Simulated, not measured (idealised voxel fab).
process module | voxel wiring stack
Xsec cut, 205 nm wide, square cell size 5 nm.
This document writes a cross-section as a grid whose cells are square, and gives it as bands, listed from the top down; one or more rows of cells form a band. Heights first: top, then bottom, in nm. Then materials, left to right, each with a width in nm. "throughout" on a single material: fills the band edge to edge. "empty": empty space. The level at which height equals 0 is the one under which the wafer, as it arrives, is entirely one material. No lower edge exists for the bottom band, which continues downward and is notated as in "0 -> down". The notation "30..40" denotes a width that varies across the rows of cells in the band, beginning at the first number in the top row, finishing at the second number in the bottom row, and changing by an identical amount from each row to the next. For the purposes of this document, the phrase "no alterations made" attached to a step denotes that no cell within the cross-section was modified by that step. You'll see "Enclosed voids" listing empty spaces that have no way open to the top, as long as they're 8 cells or more; the notation is width x height at distance, where the distance is from the left edge, and all of it is in nm. Text after the settings on a step's line: the simulator's own remark on that step. overlay nm: right-of-plan distance of the mask on a masked step; negative values mean left-of-plan. Pairs follow: section before one process step, section after it down to the lowest changed band, step with settings underneath. Pairs may come from different runs of this module on the same starting wafer; continuity with the pair above only as stated in the "Pre-step geometry" entry.
## Pre-step geometry
    0 -> down  Si throughout
    Enclosed voids: none
## Post-Step Geometry
    10 -> 0  SiO2 throughout
    Below 0, no change.
    Enclosed voids: none
Between the two cross-sections above, the process step reads CONFORMAL_DEP (material SiO2; thk nm 10)
Pre-step geometry: as shown after the step in the preceding pair, directly above.
## Post-Step Geometry
    15 -> 10  SiCN throughout
    Below 10, no change.
    Enclosed voids: none
Between the two cross-sections above, the process step reads CONFORMAL_DEP (material SiCN; thk nm 5)
Pre-step geometry: as shown after the step in the preceding pair, directly above.
## Post-Step Geometry
    40 -> 15  SiO2 throughout
    Below 15, no change.
    Enclosed voids: none
Between the two cross-sections above, the process step reads DIRECTIONAL_DEP (material SiO2; thk nm 25)
Pre-step geometry: as shown after the step in the preceding pair, directly above.
## Post-Step Geometry
    60 -> 40  resist 70 | empty 25 | resist 15 | empty 25 | resist 70
    Below 40, no change.
    Enclosed voids: none
Between the two cross-sections above, the process step reads PATTERN (tone open; mask id METAL_1; material resist; width nm 25; pitch nm 40; thk nm 20; overlay nm 0)
Pre-step geometry: as shown after the step in the preceding pair, directly above.
## Post-Step Geometry
    60 -> 40  resist 70 | empty 25 | resist 15 | empty 25 | resist 70
    40 -> 15  SiO2 70 | empty 25 | SiO2 15 | empty 25 | SiO2 70
    Below 15, no change.
    Enclosed voids: none
Between the two cross-sections above, the process step reads DIRECTIONAL_ETCH (etch materials SiO2; depth nm 25)
Pre-step geometry: as shown after the step in the preceding pair, directly above.
## Post-Step Geometry
    60 -> 40  resist 70 | empty 25 | resist 15 | empty 25 | resist 70
    40 -> 15  SiO2 70 | empty 25 | SiO2 15 | empty 25 | SiO2 70
    15 -> 10  SiCN 70 | empty 25 | SiCN 15 | empty 25 | SiCN 70
    Below 10, no change.
    Enclosed voids: none
Between the two cross-sections above, the process step reads DIRECTIONAL_ETCH (etch materials SiCN; depth nm 5)
Pre-step geometry: as shown after the step in the preceding pair, directly above.
## Post-Step Geometry
    40 -> 15  SiO2 70 | empty 25 | SiO2 15 | empty 25 | SiO2 70
    Below 15, no change.
    Enclosed voids: none
Between the two cross-sections above, the process step reads STRIP (etch materials resist)
Pre-step geometry: as shown after the step in the preceding pair, directly above.
## Post-Step Geometry
    45 -> 40  TiN 75 | empty 15 | TiN 25 | empty 15 | TiN 75
    40 -> 15  SiO2 70 | TiN 5 | empty 15 | TiN 5 | SiO2 15 | TiN 5 | empty 15 | TiN 5 | SiO2 70
    15 -> 10  SiCN 70 | TiN 25 | SiCN 15 | TiN 25 | SiCN 70
    Below 10, no change.
    Enclosed voids: none
Between the two cross-sections above, the process step reads CONFORMAL_DEP (material TiN; thk nm 5)
Pre-step geometry: as shown after the step in the preceding pair, directly above.
## Post-Step Geometry
    55 -> 45  Cu throughout
    45 -> 40  TiN 75 | Cu 15 | TiN 25 | Cu 15 | TiN 75
    40 -> 15  SiO2 70 | TiN 5 | Cu 15 | TiN 5 | SiO2 15 | TiN 5 | Cu 15 | TiN 5 | SiO2 70
    Below 15, no change.
    Enclosed voids: none
Between the two cross-sections above, the process step reads FILL_DEP (material Cu; thk nm 10)
Pre-step geometry: as shown after the step in the preceding pair, directly above.
## Post-Step Geometry
    40 -> 15  SiO2 70 | TiN 5 | Cu 15 | TiN 5 | SiO2 15 | TiN 5 | Cu 15 | TiN 5 | SiO2 70
    Below 15, no change.
    Enclosed voids: none
Between the two cross-sections above, the process step reads CMP (height nm 40)
Pre-step geometry: as shown after the step in the preceding pair, directly above.
## Post-Step Geometry
    45 -> 40  SiCN throughout
    Below 40, no change.
    Enclosed voids: none
Between the two cross-sections above, the process step reads CONFORMAL_DEP (material SiCN; thk nm 5)
Pre-step geometry: as shown after the step in the preceding pair, directly above.
## Post-Step Geometry
    60 -> 45  SiO2 throughout
    Below 45, no change.
    Enclosed voids: none
Between the two cross-sections above, the process step reads DIRECTIONAL_DEP (material SiO2; thk nm 15)
Pre-step geometry: as shown after the step in the preceding pair, directly above.
## Post-Step Geometry
    75 -> 60  aC throughout
    Below 60, no change.
    Enclosed voids: none
Between the two cross-sections above, the process step reads DIRECTIONAL_DEP (material aC; thk nm 15)
Pre-step geometry: as shown after the step in the preceding pair, directly above.
## Post-Step Geometry
    105 -> 75  resist 70 | empty 15 | resist 120
    Below 75, no change.
    Enclosed voids: none
Between the two cross-sections above, the process step reads PATTERN (tone open; mask id PLUG_1; material resist; width nm 15; thk nm 30; overlay nm 0)
Pre-step geometry: as shown after the step in the preceding pair, directly above.
## Post-Step Geometry
    90 -> 75  resist 70 | empty 15 | resist 120
    75 -> 60  aC 70 | empty 15 | aC 120
    Below 60, no change.
    Enclosed voids: none
Between the two cross-sections above, the process step reads DIRECTIONAL_ETCH (etch materials aC; depth nm 15)
Pre-step geometry: as shown after the step in the preceding pair, directly above.
## Post-Step Geometry
    75 -> 60  aC 70 | empty 15 | aC 120
    Below 60, no change.
    Enclosed voids: none
Between the two cross-sections above, the process step reads STRIP (etch materials resist)
Pre-step geometry: as shown after the step in the preceding pair, directly above.
## Post-Step Geometry
    75 -> 60  aC 70 | empty 15 | aC 120
    60 -> 45  SiO2 70 | empty 15 | SiO2 120
    Below 45, no change.
    Enclosed voids: none
Between the two cross-sections above, the process step reads DIRECTIONAL_ETCH (etch materials SiO2; depth nm 15)
Pre-step geometry: as shown after the step in the preceding pair, directly above.
## Post-Step Geometry
    75 -> 60  aC 70 | empty 15 | aC 120
    60 -> 45  SiO2 70 | empty 15 | SiO2 120
    45 -> 40  SiCN 70 | empty 15 | SiCN 120
    Below 40, no change.
    Enclosed voids: none
Between the two cross-sections above, the process step reads DIRECTIONAL_ETCH (etch materials SiCN; depth nm 5)
Pre-step geometry: as shown after the step in the preceding pair, directly above.
## Post-Step Geometry
    60 -> 45  SiO2 70 | empty 15 | SiO2 120
    Below 45, no change.
    Enclosed voids: none
Between the two cross-sections above, the process step reads STRIP (etch materials aC)
Pre-step geometry: as shown after the step in the preceding pair, directly above.
## Post-Step Geometry
    60 -> 50  SiO2 70 | empty 15 | SiO2 120
    50 -> 45  SiO2 70 | Ru 15 | SiO2 120
    45 -> 40  SiCN 70 | Ru 15 | SiCN 120
    Below 40, no change.
    Enclosed voids: none
Between the two cross-sections above, the process step reads EPI (material Ru; thk nm 10)
Pre-step geometry: as shown after the step in the preceding pair, directly above.
## Post-Step Geometry
    60 -> 45  SiO2 70 | Ru 15 | SiO2 120
    Below 45, no change.
    Enclosed voids: none
Between the two cross-sections above, the process step reads EPI (material Ru; thk nm 10)
Pre-step geometry: as shown after the step in the preceding pair, directly above.
## Post-Step Geometry
    65 -> 60  TiN throughout
    Below 60, no change.
    Enclosed voids: none
Between the two cross-sections above, the process step reads DIRECTIONAL_DEP (material TiN; thk nm 5)
Pre-step geometry: as shown after the step in the preceding pair, directly above.
## Post-Step Geometry
    80 -> 65  Ru throughout
    Below 65, no change.
    Enclosed voids: none
Between the two cross-sections above, the process step reads DIRECTIONAL_DEP (material Ru; thk nm 15)
Pre-step geometry: as shown after the step in the preceding pair, directly above.
## Post-Step Geometry
    90 -> 80  aC throughout
    Below 80, no change.
    Enclosed voids: none
Between the two cross-sections above, the process step reads DIRECTIONAL_DEP (material aC; thk nm 10)
Pre-step geometry: as shown after the step in the preceding pair, directly above.
## Post-Step Geometry
    115 -> 90  empty 70 | resist 25 | empty 15 | resist 25 | empty 70
    Below 90, no change.
    Enclosed voids: none
Between the two cross-sections above, the process step reads PATTERN (tone cover; mask id METAL_2; material resist; width nm 25; pitch nm 40; thk nm 25; overlay nm 0)
Pre-step geometry: as shown after the step in the preceding pair, directly above.
## Post-Step Geometry
    105 -> 90  empty 70 | resist 25 | empty 15 | resist 25 | empty 70
    90 -> 80  empty 70 | aC 25 | empty 15 | aC 25 | empty 70
    Below 80, no change.
    Enclosed voids: none
Between the two cross-sections above, the process step reads DIRECTIONAL_ETCH (etch materials aC; depth nm 10)
Pre-step geometry: as shown after the step in the preceding pair, directly above.
## Post-Step Geometry
    90 -> 80  empty 70 | aC 25 | empty 15 | aC 25 | empty 70
    Below 80, no change.
    Enclosed voids: none
Between the two cross-sections above, the process step reads STRIP (etch materials resist)
Pre-step geometry: as shown after the step in the preceding pair, directly above.
## Post-Step Geometry
    90 -> 80  empty 70 | aC 25 | empty 15 | aC 25 | empty 70
    80 -> 65  empty 70 | Ru 25 | empty 15 | Ru 25 | empty 70
    Below 65, no change.
    Enclosed voids: none
Between the two cross-sections above, the process step reads DIRECTIONAL_ETCH (etch materials Ru; depth nm 15)
Pre-step geometry: as shown after the step in the preceding pair, directly above.
## Post-Step Geometry
    90 -> 80  empty 70 | aC 25 | empty 15 | aC 25 | empty 70
    80 -> 65  empty 70 | Ru 25 | empty 15 | Ru 25 | empty 70
    65 -> 60  empty 70 | TiN 25 | empty 15 | TiN 25 | empty 70
    Below 60, no change.
    Enclosed voids: none
Between the two cross-sections above, the process step reads DIRECTIONAL_ETCH (etch materials TiN; depth nm 5)
Pre-step geometry: as shown after the step in the preceding pair, directly above.
## Post-Step Geometry
    80 -> 65  empty 70 | Ru 25 | empty 15 | Ru 25 | empty 70
    Below 65, no change.
    Enclosed voids: none
Between the two cross-sections above, the process step reads STRIP (etch materials aC)
Pre-step geometry: as shown after the step in the preceding pair, directly above.
## Post-Step Geometry
    85 -> 80  empty 65 | SiCN 35 | empty 5 | SiCN 35 | empty 65
    80 -> 65  empty 65 | SiCN 5 | Ru 25 | SiCN 5 | empty 5 | SiCN 5 | Ru 25 | SiCN 5 | empty 65
    65 -> 60  SiCN 70 | TiN 25 | SiCN 15 | TiN 25 | SiCN 70
    Below 60, no change.
    Enclosed voids: none
Between the two cross-sections above, the process step reads CONFORMAL_DEP (material SiCN; thk nm 5)
Pre-step geometry: as shown after the step in the preceding pair, directly above.
## Post-Step Geometry
    95 -> 85  SiO2 throughout
    85 -> 80  SiO2 65 | SiCN 35 | SiO2 5 | SiCN 35 | SiO2 65
    80 -> 65  SiO2 65 | SiCN 5 | Ru 25 | SiCN 5 | SiO2 5 | SiCN 5 | Ru 25 | SiCN 5 | SiO2 65
    Below 65, no change.
    Enclosed voids: none
Between the two cross-sections above, the process step reads FILL_DEP (material SiO2; thk nm 10)
Pre-step geometry: as shown after the step in the preceding pair, directly above.
## Post-Step Geometry
    80 -> 65  SiO2 65 | SiCN 5 | Ru 25 | SiCN 5 | SiO2 5 | SiCN 5 | Ru 25 | SiCN 5 | SiO2 65
    Below 65, no change.
    Enclosed voids: none
Between the two cross-sections above, the process step reads CMP (height nm 80)
Pre-step geometry: as shown after the step in the preceding pair, directly above.
## Post-Step Geometry
    85 -> 80  SiN throughout
    Below 80, no change.
    Enclosed voids: none
Between the two cross-sections above, the process step reads CONFORMAL_DEP (material SiN; thk nm 5)
## Pre-step geometry
    55 -> 45  Cu throughout
    45 -> 40  TiN 75 | Cu 15 | TiN 25 | Cu 15 | TiN 75
    40 -> 15  SiO2 70 | TiN 5 | Cu 15 | TiN 5 | SiO2 15 | TiN 5 | Cu 15 | TiN 5 | SiO2 70
    15 -> 10  SiCN 70 | TiN 25 | SiCN 15 | TiN 25 | SiCN 70
    10 -> 0  SiO2 throughout
    0 -> down  Si throughout
    Enclosed voids: none
## Post-Step Geometry
    60 -> 55  SiCN throughout
    Below 55, no change.
    Enclosed voids: none
Between the two cross-sections above, the process step reads CONFORMAL_DEP (material SiCN; thk nm 5)
Pre-step geometry: as shown after the step in the preceding pair, directly above.
## Post-Step Geometry
    75 -> 60  SiO2 throughout
    Below 60, no change.
    Enclosed voids: none
Between the two cross-sections above, the process step reads DIRECTIONAL_DEP (material SiO2; thk nm 15)
Pre-step geometry: as shown after the step in the preceding pair, directly above.
## Post-Step Geometry
    90 -> 75  aC throughout
    Below 75, no change.
    Enclosed voids: none
Between the two cross-sections above, the process step reads DIRECTIONAL_DEP (material aC; thk nm 15)
Pre-step geometry: as shown after the step in the preceding pair, directly above.
## Post-Step Geometry
    120 -> 90  resist 70 | empty 15 | resist 120
    Below 90, no change.
    Enclosed voids: none
Between the two cross-sections above, the process step reads PATTERN (tone open; mask id PLUG_1; material resist; width nm 15; thk nm 30; overlay nm 0)
Pre-step geometry: as shown after the step in the preceding pair, directly above.
## Post-Step Geometry
    105 -> 90  resist 70 | empty 15 | resist 120
    90 -> 75  aC 70 | empty 15 | aC 120
    Below 75, no change.
    Enclosed voids: none
Between the two cross-sections above, the process step reads DIRECTIONAL_ETCH (etch materials aC; depth nm 15)
Pre-step geometry: as shown after the step in the preceding pair, directly above.
## Post-Step Geometry
    90 -> 75  aC 70 | empty 15 | aC 120
    Below 75, no change.
    Enclosed voids: none
Between the two cross-sections above, the process step reads STRIP (etch materials resist)
Pre-step geometry: as shown after the step in the preceding pair, directly above.
## Post-Step Geometry
    90 -> 75  aC 70 | empty 15 | aC 120
    75 -> 60  SiO2 70 | empty 15 | SiO2 120
    Below 60, no change.
    Enclosed voids: none
Between the two cross-sections above, the process step reads DIRECTIONAL_ETCH (etch materials SiO2; depth nm 15)
Pre-step geometry: as shown after the step in the preceding pair, directly above.
## Post-Step Geometry
    90 -> 75  aC 70 | empty 15 | aC 120
    75 -> 60  SiO2 70 | empty 15 | SiO2 120
    60 -> 55  SiCN 70 | empty 15 | SiCN 120
    Below 55, no change.
    Enclosed voids: none
Between the two cross-sections above, the process step reads DIRECTIONAL_ETCH (etch materials SiCN; depth nm 5)
Pre-step geometry: as shown after the step in the preceding pair, directly above.
## Post-Step Geometry
    75 -> 60  SiO2 70 | empty 15 | SiO2 120
    Below 60, no change.
    Enclosed voids: none
Between the two cross-sections above, the process step reads STRIP (etch materials aC)
Pre-step geometry: as shown after the step in the preceding pair, directly above.
## Post-Step Geometry
    75 -> 65  SiO2 70 | empty 15 | SiO2 120
    65 -> 60  SiO2 70 | Ru 15 | SiO2 120
    60 -> 55  SiCN 70 | Ru 15 | SiCN 120
    Below 55, no change.
    Enclosed voids: none
Between the two cross-sections above, the process step reads EPI (material Ru; thk nm 10)
Pre-step geometry: as shown after the step in the preceding pair, directly above.
## Post-Step Geometry
    75 -> 60  SiO2 70 | Ru 15 | SiO2 120
    Below 60, no change.
    Enclosed voids: none
Between the two cross-sections above, the process step reads EPI (material Ru; thk nm 10)
Pre-step geometry: as shown after the step in the preceding pair, directly above.
## Post-Step Geometry
    80 -> 75  TiN throughout
    Below 75, no change.
    Enclosed voids: none
Between the two cross-sections above, the process step reads DIRECTIONAL_DEP (material TiN; thk nm 5)
Pre-step geometry: as shown after the step in the preceding pair, directly above.
## Post-Step Geometry
    95 -> 80  Ru throughout
    Below 80, no change.
    Enclosed voids: none
Between the two cross-sections above, the process step reads DIRECTIONAL_DEP (material Ru; thk nm 15)
Pre-step geometry: as shown after the step in the preceding pair, directly above.
## Post-Step Geometry
    105 -> 95  aC throughout
    Below 95, no change.
    Enclosed voids: none
Between the two cross-sections above, the process step reads DIRECTIONAL_DEP (material aC; thk nm 10)
Pre-step geometry: as shown after the step in the preceding pair, directly above.
## Post-Step Geometry
    130 -> 105  empty 70 | resist 25 | empty 15 | resist 25 | empty 70
    Below 105, no change.
    Enclosed voids: none
Between the two cross-sections above, the process step reads PATTERN (tone cover; mask id METAL_2; material resist; width nm 25; pitch nm 40; thk nm 25; overlay nm 0)
Pre-step geometry: as shown after the step in the preceding pair, directly above.
## Post-Step Geometry
    120 -> 105  empty 70 | resist 25 | empty 15 | resist 25 | empty 70
    105 -> 95  empty 70 | aC 25 | empty 15 | aC 25 | empty 70
    Below 95, no change.
    Enclosed voids: none
Between the two cross-sections above, the process step reads DIRECTIONAL_ETCH (etch materials aC; depth nm 10)
Pre-step geometry: as shown after the step in the preceding pair, directly above.
## Post-Step Geometry
    105 -> 95  empty 70 | aC 25 | empty 15 | aC 25 | empty 70
    Below 95, no change.
    Enclosed voids: none
Between the two cross-sections above, the process step reads STRIP (etch materials resist)
Pre-step geometry: as shown after the step in the preceding pair, directly above.
## Post-Step Geometry
    105 -> 95  empty 70 | aC 25 | empty 15 | aC 25 | empty 70
    95 -> 80  empty 70 | Ru 25 | empty 15 | Ru 25 | empty 70
    Below 80, no change.
    Enclosed voids: none
Between the two cross-sections above, the process step reads DIRECTIONAL_ETCH (etch materials Ru; depth nm 15)
Pre-step geometry: as shown after the step in the preceding pair, directly above.
## Post-Step Geometry
    105 -> 95  empty 70 | aC 25 | empty 15 | aC 25 | empty 70
    95 -> 80  empty 70 | Ru 25 | empty 15 | Ru 25 | empty 70
    80 -> 75  empty 70 | TiN 25 | empty 15 | TiN 25 | empty 70
    Below 75, no change.
    Enclosed voids: none
Between the two cross-sections above, the process step reads DIRECTIONAL_ETCH (etch materials TiN; depth nm 5)
Pre-step geometry: as shown after the step in the preceding pair, directly above.
## Post-Step Geometry
    95 -> 80  empty 70 | Ru 25 | empty 15 | Ru 25 | empty 70
    Below 80, no change.
    Enclosed voids: none
Between the two cross-sections above, the process step reads STRIP (etch materials aC)
Pre-step geometry: as shown after the step in the preceding pair, directly above.
## Post-Step Geometry
    100 -> 95  empty 65 | SiCN 35 | empty 5 | SiCN 35 | empty 65
    95 -> 80  empty 65 | SiCN 5 | Ru 25 | SiCN 5 | empty 5 | SiCN 5 | Ru 25 | SiCN 5 | empty 65
    80 -> 75  SiCN 70 | TiN 25 | SiCN 15 | TiN 25 | SiCN 70
    Below 75, no change.
    Enclosed voids: none
Between the two cross-sections above, the process step reads CONFORMAL_DEP (material SiCN; thk nm 5)
Pre-step geometry: as shown after the step in the preceding pair, directly above.
## Post-Step Geometry
    110 -> 100  SiO2 throughout
    100 -> 95  SiO2 65 | SiCN 35 | SiO2 5 | SiCN 35 | SiO2 65
    95 -> 80  SiO2 65 | SiCN 5 | Ru 25 | SiCN 5 | SiO2 5 | SiCN 5 | Ru 25 | SiCN 5 | SiO2 65
    Below 80, no change.
    Enclosed voids: none
Between the two cross-sections above, the process step reads FILL_DEP (material SiO2; thk nm 10)
Pre-step geometry: as shown after the step in the preceding pair, directly above.
## Post-Step Geometry
    80 -> 75  SiCN 70 | TiN 25 | SiCN 15 | TiN 25 | SiCN 70
    Below 75, no change.
    Enclosed voids: none
Between the two cross-sections above, the process step reads CMP (height nm 80)
Pre-step geometry: as shown after the step in the preceding pair, directly above.
## Post-Step Geometry
    85 -> 80  SiN throughout
    Below 80, no change.
    Enclosed voids: none
Between the two cross-sections above, the process step reads CONFORMAL_DEP (material SiN; thk nm 5)
## Pre-step geometry
    60 -> 45  SiO2 70 | Ru 15 | SiO2 120
    45 -> 40  SiCN 70 | Ru 15 | SiCN 120
    40 -> 15  SiO2 70 | TiN 5 | Cu 15 | TiN 5 | SiO2 15 | TiN 5 | Cu 15 | TiN 5 | SiO2 70
    15 -> 10  SiCN 70 | TiN 25 | SiCN 15 | TiN 25 | SiCN 70
    10 -> 0  SiO2 throughout
    0 -> down  Si throughout
    Enclosed voids: none
## Post-Step Geometry
    70 -> 60  empty 60 | Ru 35 | empty 110
    Below 60, no change.
    Enclosed voids: none
Between the two cross-sections above, the process step reads EPI (material Ru; thk nm 10)
Pre-step geometry: as shown after the step in the preceding pair, directly above.
## Post-Step Geometry
    75 -> 70  empty 60 | TiN 35 | empty 110
    70 -> 65  empty 60 | Ru 35 | empty 110
    65 -> 60  TiN 60 | Ru 35 | TiN 110
    Below 60, no change.
    Enclosed voids: none
Between the two cross-sections above, the process step reads DIRECTIONAL_DEP (material TiN; thk nm 5)
Pre-step geometry: as shown after the step in the preceding pair, directly above.
## Post-Step Geometry
    90 -> 80  empty 60 | Ru 35 | empty 110
    80 -> 75  Ru throughout
    75 -> 70  Ru 60 | TiN 35 | Ru 110
    70 -> 65  Ru throughout
    Below 65, no change.
    Enclosed voids: none
Between the two cross-sections above, the process step reads DIRECTIONAL_DEP (material Ru; thk nm 15)
Pre-step geometry: as shown after the step in the preceding pair, directly above.
## Post-Step Geometry
    100 -> 90  empty 60 | aC 35 | empty 110
    90 -> 80  aC 60 | Ru 35 | aC 110
    Below 80, no change.
    Enclosed voids: none
Between the two cross-sections above, the process step reads DIRECTIONAL_DEP (material aC; thk nm 10)
Pre-step geometry: as shown after the step in the preceding pair, directly above.
## Post-Step Geometry
    125 -> 100  empty 70 | resist 25 | empty 15 | resist 25 | empty 70
    100 -> 90  empty 60 | aC 35 | empty 15 | resist 25 | empty 70
    Below 90, no change.
    Enclosed voids: none
Between the two cross-sections above, the process step reads PATTERN (tone cover; mask id METAL_2; material resist; width nm 25; pitch nm 40; thk nm 25; overlay nm 0)
Pre-step geometry: as shown after the step in the preceding pair, directly above.
## Post-Step Geometry
    115 -> 100  empty 70 | resist 25 | empty 15 | resist 25 | empty 70
    100 -> 90  empty 70 | aC 25 | empty 15 | resist 25 | empty 70
    90 -> 80  empty 60 | Ru 35 | empty 15 | aC 25 | empty 70
    Below 80, no change.
    Enclosed voids: none
Between the two cross-sections above, the process step reads DIRECTIONAL_ETCH (etch materials aC; depth nm 10)
Pre-step geometry: as shown after the step in the preceding pair, directly above.
## Post-Step Geometry
    100 -> 90  empty 70 | aC 25 | empty 110
    Below 90, no change.
    Enclosed voids: none
Between the two cross-sections above, the process step reads STRIP (etch materials resist)
Pre-step geometry: as shown after the step in the preceding pair, directly above.
## Post-Step Geometry
    100 -> 90  empty 70 | aC 25 | empty 110
    90 -> 80  empty 70 | Ru 25 | empty 15 | aC 25 | empty 70
    80 -> 75  empty 70 | Ru 25 | empty 15 | Ru 25 | empty 70
    75 -> 70  empty 60 | TiN 35 | empty 15 | Ru 25 | empty 70
    70 -> 65  empty 60 | Ru 35 | empty 15 | Ru 25 | empty 70
    Below 65, no change.
    Enclosed voids: none
Between the two cross-sections above, the process step reads DIRECTIONAL_ETCH (etch materials Ru; depth nm 15)
Pre-step geometry: as shown after the step in the preceding pair, directly above.
## Post-Step Geometry
    100 -> 90  empty 70 | aC 25 | empty 110
    90 -> 80  empty 70 | Ru 25 | empty 15 | aC 25 | empty 70
    80 -> 75  empty 70 | Ru 25 | empty 15 | Ru 25 | empty 70
    75 -> 70  empty 70 | TiN 25 | empty 15 | Ru 25 | empty 70
    70 -> 65  empty 60 | Ru 35 | empty 15 | Ru 25 | empty 70
    65 -> 60  empty 60 | Ru 35 | empty 15 | TiN 25 | empty 70
    Below 60, no change.
    Enclosed voids: none
Between the two cross-sections above, the process step reads DIRECTIONAL_ETCH (etch materials TiN; depth nm 5)
Pre-step geometry: as shown after the step in the preceding pair, directly above.
## Post-Step Geometry
    90 -> 80  empty 70 | Ru 25 | empty 110
    Below 80, no change.
    Enclosed voids: none
Between the two cross-sections above, the process step reads STRIP (etch materials aC)
Pre-step geometry: as shown after the step in the preceding pair, directly above.
## Post-Step Geometry
    95 -> 90  empty 65 | SiCN 35 | empty 105
    90 -> 85  empty 65 | SiCN 5 | Ru 25 | SiCN 5 | empty 105
    85 -> 80  empty 65 | SiCN 5 | Ru 25 | SiCN 5 | empty 5 | SiCN 35 | empty 65
    80 -> 75  empty 65 | SiCN 5 | Ru 25 | SiCN 5 | empty 5 | SiCN 5 | Ru 25 | SiCN 5 | empty 65
    75 -> 70  empty 55 | SiCN 15 | TiN 25 | SiCN 5 | empty 5 | SiCN 5 | Ru 25 | SiCN 5 | empty 65
    70 -> 65  empty 55 | SiCN 5 | Ru 35 | SiCN 5 | empty 5 | SiCN 5 | Ru 25 | SiCN 5 | empty 65
    65 -> 60  SiCN 60 | Ru 35 | SiCN 15 | TiN 25 | SiCN 70
    Below 60, no change.
    Enclosed voids: none
Between the two cross-sections above, the process step reads CONFORMAL_DEP (material SiCN; thk nm 5)
Pre-step geometry: as shown after the step in the preceding pair, directly above.
## Post-Step Geometry
    105 -> 95  SiO2 throughout
    95 -> 90  SiO2 65 | SiCN 35 | SiO2 105
    90 -> 85  SiO2 65 | SiCN 5 | Ru 25 | SiCN 5 | SiO2 105
    85 -> 80  SiO2 65 | SiCN 5 | Ru 25 | SiCN 5 | SiO2 5 | SiCN 35 | SiO2 65
    80 -> 75  SiO2 65 | SiCN 5 | Ru 25 | SiCN 5 | SiO2 5 | SiCN 5 | Ru 25 | SiCN 5 | SiO2 65
    75 -> 70  SiO2 55 | SiCN 15 | TiN 25 | SiCN 5 | SiO2 5 | SiCN 5 | Ru 25 | SiCN 5 | SiO2 65
    70 -> 65  SiO2 55 | SiCN 5 | Ru 35 | SiCN 5 | SiO2 5 | SiCN 5 | Ru 25 | SiCN 5 | SiO2 65
    Below 65, no change.
    Enclosed voids: none
Between the two cross-sections above, the process step reads FILL_DEP (material SiO2; thk nm 10)
Pre-step geometry: as shown after the step in the preceding pair, directly above.
## Post-Step Geometry
    80 -> 75  SiO2 65 | SiCN 5 | Ru 25 | SiCN 5 | SiO2 5 | SiCN 5 | Ru 25 | SiCN 5 | SiO2 65
    Below 75, no change.
    Enclosed voids: none
Between the two cross-sections above, the process step reads CMP (height nm 80)
Pre-step geometry: as shown after the step in the preceding pair, directly above.
## Post-Step Geometry
    85 -> 80  SiN throughout
    Below 80, no change.
    Enclosed voids: none
Between the two cross-sections above, the process step reads CONFORMAL_DEP (material SiN; thk nm 5)
## Pre-step geometry
    10 -> 0  SiO2 throughout
    0 -> down  Si throughout
    Enclosed voids: none
## Post-Step Geometry
    35 -> 0  SiO2 throughout
    Below 0, no change.
    Enclosed voids: none
Between the two cross-sections above, the process step reads DIRECTIONAL_DEP (material SiO2; thk nm 25)
Pre-step geometry: as shown after the step in the preceding pair, directly above.
## Post-Step Geometry
    40 -> 35  SiCN throughout
    Below 35, no change.
    Enclosed voids: none
Between the two cross-sections above, the process step reads CONFORMAL_DEP (material SiCN; thk nm 5)
Pre-step geometry: as shown after the step in the preceding pair, directly above.
## Post-Step Geometry
    60 -> 40  resist 70 | empty 25 | resist 15 | empty 25 | resist 70
    Below 40, no change.
    Enclosed voids: none
Between the two cross-sections above, the process step reads PATTERN (tone open; mask id METAL_1; material resist; width nm 25; pitch nm 40; thk nm 20; overlay nm 0)
Pre-step geometry: as shown after the step in the preceding pair, directly above.
## Post-Step Geometry
    60 -> 40  resist 70 | empty 25 | resist 15 | empty 25 | resist 70
    40 -> 35  SiCN 70 | empty 25 | SiCN 15 | empty 25 | SiCN 70
    Below 35, no change.
    Enclosed voids: none
Between the two cross-sections above, the process step reads DIRECTIONAL_ETCH (etch materials SiCN; depth nm 5)
Pre-step geometry: as shown after the step in the preceding pair, directly above.
## Post-Step Geometry
    40 -> 35  SiCN 70 | empty 25 | SiCN 15 | empty 25 | SiCN 70
    Below 35, no change.
    Enclosed voids: none
Between the two cross-sections above, the process step reads STRIP (etch materials resist)
Pre-step geometry: as shown after the step in the preceding pair, directly above.
## Post-Step Geometry
    45 -> 40  TiN 75 | empty 15 | TiN 25 | empty 15 | TiN 75
    40 -> 35  SiCN 70 | TiN 25 | SiCN 15 | TiN 25 | SiCN 70
    Below 35, no change.
    Enclosed voids: none
Between the two cross-sections above, the process step reads CONFORMAL_DEP (material TiN; thk nm 5)
Pre-step geometry: as shown after the step in the preceding pair, directly above.
## Post-Step Geometry
    55 -> 45  Cu throughout
    45 -> 40  TiN 75 | Cu 15 | TiN 25 | Cu 15 | TiN 75
    Below 40, no change.
    Enclosed voids: none
Between the two cross-sections above, the process step reads FILL_DEP (material Cu; thk nm 10)
Pre-step geometry: as shown after the step in the preceding pair, directly above.
## Post-Step Geometry
    40 -> 35  SiCN 70 | TiN 25 | SiCN 15 | TiN 25 | SiCN 70
    Below 35, no change.
    Enclosed voids: none
Between the two cross-sections above, the process step reads CMP (height nm 40)
Pre-step geometry: as shown after the step in the preceding pair, directly above.
## Post-Step Geometry
    45 -> 40  SiCN throughout
    Below 40, no change.
    Enclosed voids: none
Between the two cross-sections above, the process step reads CONFORMAL_DEP (material SiCN; thk nm 5)
Pre-step geometry: as shown after the step in the preceding pair, directly above.
## Post-Step Geometry
    60 -> 45  SiO2 throughout
    Below 45, no change.
    Enclosed voids: none
Between the two cross-sections above, the process step reads DIRECTIONAL_DEP (material SiO2; thk nm 15)
Pre-step geometry: as shown after the step in the preceding pair, directly above.
## Post-Step Geometry
    75 -> 60  aC throughout
    Below 60, no change.
    Enclosed voids: none
Between the two cross-sections above, the process step reads DIRECTIONAL_DEP (material aC; thk nm 15)
Pre-step geometry: as shown after the step in the preceding pair, directly above.
## Post-Step Geometry
    105 -> 75  resist 70 | empty 15 | resist 120
    Below 75, no change.
    Enclosed voids: none
Between the two cross-sections above, the process step reads PATTERN (tone open; mask id PLUG_1; material resist; width nm 15; thk nm 30; overlay nm 0)
Pre-step geometry: as shown after the step in the preceding pair, directly above.
## Post-Step Geometry
    90 -> 75  resist 70 | empty 15 | resist 120
    75 -> 60  aC 70 | empty 15 | aC 120
    Below 60, no change.
    Enclosed voids: none
Between the two cross-sections above, the process step reads DIRECTIONAL_ETCH (etch materials aC; depth nm 15)
Pre-step geometry: as shown after the step in the preceding pair, directly above.
## Post-Step Geometry
    75 -> 60  aC 70 | empty 15 | aC 120
    Below 60, no change.
    Enclosed voids: none
Between the two cross-sections above, the process step reads STRIP (etch materials resist)
